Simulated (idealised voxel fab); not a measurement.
This section sets out a process module, namely voxel self aligned vias.
Displayed cross-section: cut, width of 280 nm, square cells sized 5 nm.
Cross-section layout: square cells on a grid; listed as bands, top to bottom; a band spans one or more cell rows.
Top height, bottom height, nm. Materials left to right, width each, nm. Single material + "full width" = fills band edge to edge. "empty" = empty.
Heights are reckoned from 0. Under this level, the received wafer is all of one material. The bottommost band is open-ended downward, for example "z 0 and below".
It should be noted that a width expressed as "30->40" varies in equal increments from row to row of cells within the band, taking the value of the first number at the top row and that of the second number at the bottom row.
Any step labelled "all unchanged" changed none of the cells in the cross-section.
"Trapped void list" enumerates empty spaces isolated from the top, with no open way to it, that contain at least 8 cells, giving each as width x height at distance from the left edge, all three in nm.
Post-settings text on a step line: simulator's own remark regarding the step.
The "overlay nm" setting may appear on a step's line; for a step that uses a mask, it gives how far to the right of its planned position the mask lay, and a negative value indicates the left.
-- Listed below are the process steps as planned
1,RECEIVE (material Si)
2,CONFORMAL_DEP (material SiO2; thk nm 15)
3,CONFORMAL_DEP (material SiCN; thk nm 5)
4,DIRECTIONAL_DEP (material SiO2; thk nm 30)
5,PATTERN (tone open; mask id LINES; material resist; width nm 30; pitch nm 70; thk nm 20; overlay nm 0)
6,DIRECTIONAL_ETCH (etch materials SiO2; depth nm 30)
7,STRIP (etch materials resist)
8,CONFORMAL_DEP (material TiN; thk nm 5)
9,FILL_DEP (material Ru; thk nm 5)
10,CMP (height nm 50)
11,SELECTIVE_ETCH (etch materials W Ru TiN; depth nm 10)
12,FILL_DEP (material SiN; thk nm 5)
13,CMP (height nm 50)
14,DIRECTIONAL_DEP (material SiO2; thk nm 15)
15,MASKED_ETCH (tone open; mask id VIAS; width nm 50; pitch nm 70; etch materials SiO2; depth nm 15; overlay nm 0)
16,MASKED_ETCH (tone open; mask id VIAS; width nm 50; pitch nm 70; etch materials SiN; depth nm 10; overlay nm 0)
17,CONFORMAL_DEP (material TiN; thk nm 5)
18,FILL_DEP (material Ru; thk nm 5)
19,CMP (height nm 65)
20,CONFORMAL_DEP (material SiN; thk nm 5)
-- First wafer of two (run as planned)
-- Cross-section of the wafer upon arrival, representing the state reached after step 1
  z 0 and below = Si full width
  Trapped void list: none
-- Cross-section through the wafer, step 2 finished
  z 15 to 0 = SiO2 full width
  Below 0, the layers are the same as they were.
-- Cross-section through the wafer, step 3 finished
  z 20 to 15 = SiCN full width
  Below 15, the layers are the same as they were.
-- Cross-section through the wafer, step 4 finished
  z 50 to 20 = SiO2 full width
  Below 20, the layers are the same as they were.
-- Cross-section through the wafer, step 5 finished
  z 70 to 50 = resist 55 | empty 30 | resist 40 | empty 30 | resist 40 | empty 30 | resist 55
  Below 50, the layers are the same as they were.
-- Cross-section through the wafer, step 6 finished
  z 70 to 50 = resist 55 | empty 30 | resist 40 | empty 30 | resist 40 | empty 30 | resist 55
  z 50 to 20 = SiO2 55 | empty 30 | SiO2 40 | empty 30 | SiO2 40 | empty 30 | SiO2 55
  Below 20, the layers are the same as they were.
-- Cross-section through the wafer, step 7 finished
  z 50 to 20 = SiO2 55 | empty 30 | SiO2 40 | empty 30 | SiO2 40 | empty 30 | SiO2 55
  Below 20, the layers are the same as they were.
-- Cross-section through the wafer, step 8 finished
  z 55 to 50 = TiN 60 | empty 20 | TiN 50 | empty 20 | TiN 50 | empty 20 | TiN 60
  z 50 to 25 = SiO2 55 | TiN 5 | empty 20 | TiN 5 | SiO2 40 | TiN 5 | empty 20 | TiN 5 | SiO2 40 | TiN 5 | empty 20 | TiN 5 | SiO2 55
  z 25 to 20 = SiO2 55 | TiN 30 | SiO2 40 | TiN 30 | SiO2 40 | TiN 30 | SiO2 55
  Below 20, the layers are the same as they were.
-- Cross-section through the wafer, step 9 finished
  z 60 to 55 = Ru full width
  z 55 to 50 = TiN 60 | Ru 20 | TiN 50 | Ru 20 | TiN 50 | Ru 20 | TiN 60
  z 50 to 25 = SiO2 55 | TiN 5 | Ru 20 | TiN 5 | SiO2 40 | TiN 5 | Ru 20 | TiN 5 | SiO2 40 | TiN 5 | Ru 20 | TiN 5 | SiO2 55
  Below 25, the layers are the same as they were.
-- Cross-section through the wafer, step 10 finished
  z 50 to 25 = SiO2 55 | TiN 5 | Ru 20 | TiN 5 | SiO2 40 | TiN 5 | Ru 20 | TiN 5 | SiO2 40 | TiN 5 | Ru 20 | TiN 5 | SiO2 55
  Below 25, the layers are the same as they were.
-- Cross-section through the wafer, step 11 finished
  z 50 to 40 = SiO2 55 | empty 30 | SiO2 40 | empty 30 | SiO2 40 | empty 30 | SiO2 55
  Below 40, the layers are the same as they were.
-- Cross-section through the wafer, step 12 finished
  z 55 to 50 = SiN full width
  z 50 to 40 = SiO2 55 | SiN 30 | SiO2 40 | SiN 30 | SiO2 40 | SiN 30 | SiO2 55
  Below 40, the layers are the same as they were.
-- Cross-section through the wafer, step 13 finished
  z 50 to 40 = SiO2 55 | SiN 30 | SiO2 40 | SiN 30 | SiO2 40 | SiN 30 | SiO2 55
  Below 40, the layers are the same as they were.
-- Cross-section through the wafer, step 14 finished
  z 65 to 50 = SiO2 full width
  Below 50, the layers are the same as they were.
-- Cross-section through the wafer, step 15 finished
  z 65 to 50 = SiO2 45 | empty 50 | SiO2 20 | empty 50 | SiO2 20 | empty 50 | SiO2 45
  Below 50, the layers are the same as they were.
-- Cross-section through the wafer, step 16 finished
  z 65 to 50 = SiO2 45 | empty 50 | SiO2 20 | empty 50 | SiO2 20 | empty 50 | SiO2 45
  z 50 to 40 = SiO2 55 | empty 30 | SiO2 40 | empty 30 | SiO2 40 | empty 30 | SiO2 55
  Below 40, the layers are the same as they were.
-- Cross-section through the wafer, step 17 finished
  z 70 to 65 = TiN 50 | empty 40 | TiN 30 | empty 40 | TiN 30 | empty 40 | TiN 50
  z 65 to 55 = SiO2 45 | TiN 5 | empty 40 | TiN 5 | SiO2 20 | TiN 5 | empty 40 | TiN 5 | SiO2 20 | TiN 5 | empty 40 | TiN 5 | SiO2 45
  z 55 to 45 = SiO2 45->55 | TiN 15->5 | empty 20 | TiN 15->5 | SiO2 20->40 | TiN 15->5 | empty 20 | TiN 15->5 | SiO2 20->40 | TiN 15->5 | empty 20 | TiN 15->5 | SiO2 45->55
  z 45 to 40 = SiO2 55 | TiN 30 | SiO2 40 | TiN 30 | SiO2 40 | TiN 30 | SiO2 55
  Below 40, the layers are the same as they were.
-- Cross-section through the wafer, step 18 finished
  z 75 to 70 = Ru full width
  z 70 to 65 = TiN 50 | Ru 40 | TiN 30 | Ru 40 | TiN 30 | Ru 40 | TiN 50
  z 65 to 55 = SiO2 45 | TiN 5 | Ru 40 | TiN 5 | SiO2 20 | TiN 5 | Ru 40 | TiN 5 | SiO2 20 | TiN 5 | Ru 40 | TiN 5 | SiO2 45
  z 55 to 45 = SiO2 45->55 | TiN 15->5 | Ru 20 | TiN 15->5 | SiO2 20->40 | TiN 15->5 | Ru 20 | TiN 15->5 | SiO2 20->40 | TiN 15->5 | Ru 20 | TiN 15->5 | SiO2 45->55
  Below 45, the layers are the same as they were.
-- Cross-section through the wafer, step 19 finished
  z 65 to 55 = SiO2 45 | TiN 5 | Ru 40 | TiN 5 | SiO2 20 | TiN 5 | Ru 40 | TiN 5 | SiO2 20 | TiN 5 | Ru 40 | TiN 5 | SiO2 45
  Below 55, the layers are the same as they were.
-- Cross-section through the wafer, step 20 finished
  z 70 to 65 = SiN full width
  Below 65, the layers are the same as they were.
-- Second of two: same start, same plan, one run error; steps up to and including 4 match the first
-- when step 5 should have ended
  z 70 to 50 = resist 65 | empty 30 | resist 40 | empty 30 | resist 40 | empty 30 | resist 45
  Below 50, the layers are the same as they were.
-- when step 6 should have ended
  z 70 to 50 = resist 65 | empty 30 | resist 40 | empty 30 | resist 40 | empty 30 | resist 45
  z 50 to 20 = SiO2 65 | empty 30 | SiO2 40 | empty 30 | SiO2 40 | empty 30 | SiO2 45
  Below 20, the layers are the same as they were.
-- when step 7 should have ended
  z 50 to 20 = SiO2 65 | empty 30 | SiO2 40 | empty 30 | SiO2 40 | empty 30 | SiO2 45
  Below 20, the layers are the same as they were.
-- when step 8 should have ended
  z 55 to 50 = TiN 70 | empty 20 | TiN 50 | empty 20 | TiN 50 | empty 20 | TiN 50
  z 50 to 25 = SiO2 65 | TiN 5 | empty 20 | TiN 5 | SiO2 40 | TiN 5 | empty 20 | TiN 5 | SiO2 40 | TiN 5 | empty 20 | TiN 5 | SiO2 45
  z 25 to 20 = SiO2 65 | TiN 30 | SiO2 40 | TiN 30 | SiO2 40 | TiN 30 | SiO2 45
  Below 20, the layers are the same as they were.
-- when step 9 should have ended
  z 60 to 55 = Ru full width
  z 55 to 50 = TiN 70 | Ru 20 | TiN 50 | Ru 20 | TiN 50 | Ru 20 | TiN 50
  z 50 to 25 = SiO2 65 | TiN 5 | Ru 20 | TiN 5 | SiO2 40 | TiN 5 | Ru 20 | TiN 5 | SiO2 40 | TiN 5 | Ru 20 | TiN 5 | SiO2 45
  Below 25, the layers are the same as they were.
-- when step 10 should have ended
  z 50 to 25 = SiO2 65 | TiN 5 | Ru 20 | TiN 5 | SiO2 40 | TiN 5 | Ru 20 | TiN 5 | SiO2 40 | TiN 5 | Ru 20 | TiN 5 | SiO2 45
  Below 25, the layers are the same as they were.
-- when step 11 should have ended
  z 50 to 40 = SiO2 65 | empty 30 | SiO2 40 | empty 30 | SiO2 40 | empty 30 | SiO2 45
  Below 40, the layers are the same as they were.
-- when step 12 should have ended
  z 55 to 50 = SiN full width
  z 50 to 40 = SiO2 65 | SiN 30 | SiO2 40 | SiN 30 | SiO2 40 | SiN 30 | SiO2 45
  Below 40, the layers are the same as they were.
-- when step 13 should have ended
  z 50 to 40 = SiO2 65 | SiN 30 | SiO2 40 | SiN 30 | SiO2 40 | SiN 30 | SiO2 45
  Below 40, the layers are the same as they were.
-- when step 14 should have ended
  z 65 to 50 = SiO2 full width
  Below 50, the layers are the same as they were.
-- when step 15 should have ended
  z 65 to 50 = SiO2 45 | empty 50 | SiO2 20 | empty 50 | SiO2 20 | empty 50 | SiO2 45
  Below 50, the layers are the same as they were.
-- when step 16 should have ended
  z 65 to 50 = SiO2 45 | empty 50 | SiO2 20 | empty 50 | SiO2 20 | empty 50 | SiO2 45
  z 50 to 40 = SiO2 65 | empty 30 | SiO2 40 | empty 30 | SiO2 40 | empty 30 | SiO2 45
  Below 40, the layers are the same as they were.
-- when step 17 should have ended
  z 70 to 65 = TiN 50 | empty 40 | TiN 30 | empty 40 | TiN 30 | empty 40 | TiN 50
  z 65 to 55 = SiO2 45 | TiN 5 | empty 40 | TiN 5 | SiO2 20 | TiN 5 | empty 40 | TiN 5 | SiO2 20 | TiN 5 | empty 40 | TiN 5 | SiO2 45
  z 55 to 45 = SiO2 45->65 | TiN 25->5 | empty 20 | TiN 5 | SiO2 20->40 | TiN 25->5 | empty 20 | TiN 5 | SiO2 20->40 | TiN 25->5 | empty 20 | TiN 5 | SiO2 45
  z 45 to 40 = SiO2 65 | TiN 30 | SiO2 40 | TiN 30 | SiO2 40 | TiN 30 | SiO2 45
  Below 40, the layers are the same as they were.
-- when step 18 should have ended
  z 75 to 70 = Ru full width
  z 70 to 65 = TiN 50 | Ru 40 | TiN 30 | Ru 40 | TiN 30 | Ru 40 | TiN 50
  z 65 to 55 = SiO2 45 | TiN 5 | Ru 40 | TiN 5 | SiO2 20 | TiN 5 | Ru 40 | TiN 5 | SiO2 20 | TiN 5 | Ru 40 | TiN 5 | SiO2 45
  z 55 to 45 = SiO2 45->65 | TiN 25->5 | Ru 20 | TiN 5 | SiO2 20->40 | TiN 25->5 | Ru 20 | TiN 5 | SiO2 20->40 | TiN 25->5 | Ru 20 | TiN 5 | SiO2 45
  Below 45, the layers are the same as they were.
-- when step 19 should have ended
  z 65 to 55 = SiO2 45 | TiN 5 | Ru 40 | TiN 5 | SiO2 20 | TiN 5 | Ru 40 | TiN 5 | SiO2 20 | TiN 5 | Ru 40 | TiN 5 | SiO2 45
  Below 55, the layers are the same as they were.
-- when step 20 should have ended
  z 70 to 65 = SiN full width
  Below 65, the layers are the same as they were.
What broke from the plan during processing? step 5 went in with a setting other than planned; the actual run was PATTERN (tone open; mask id LINES; material resist; width nm 30; pitch nm 70; thk nm 20; overlay nm 10)
Final wafers compared: equal cell tally per material, rearranged layout.
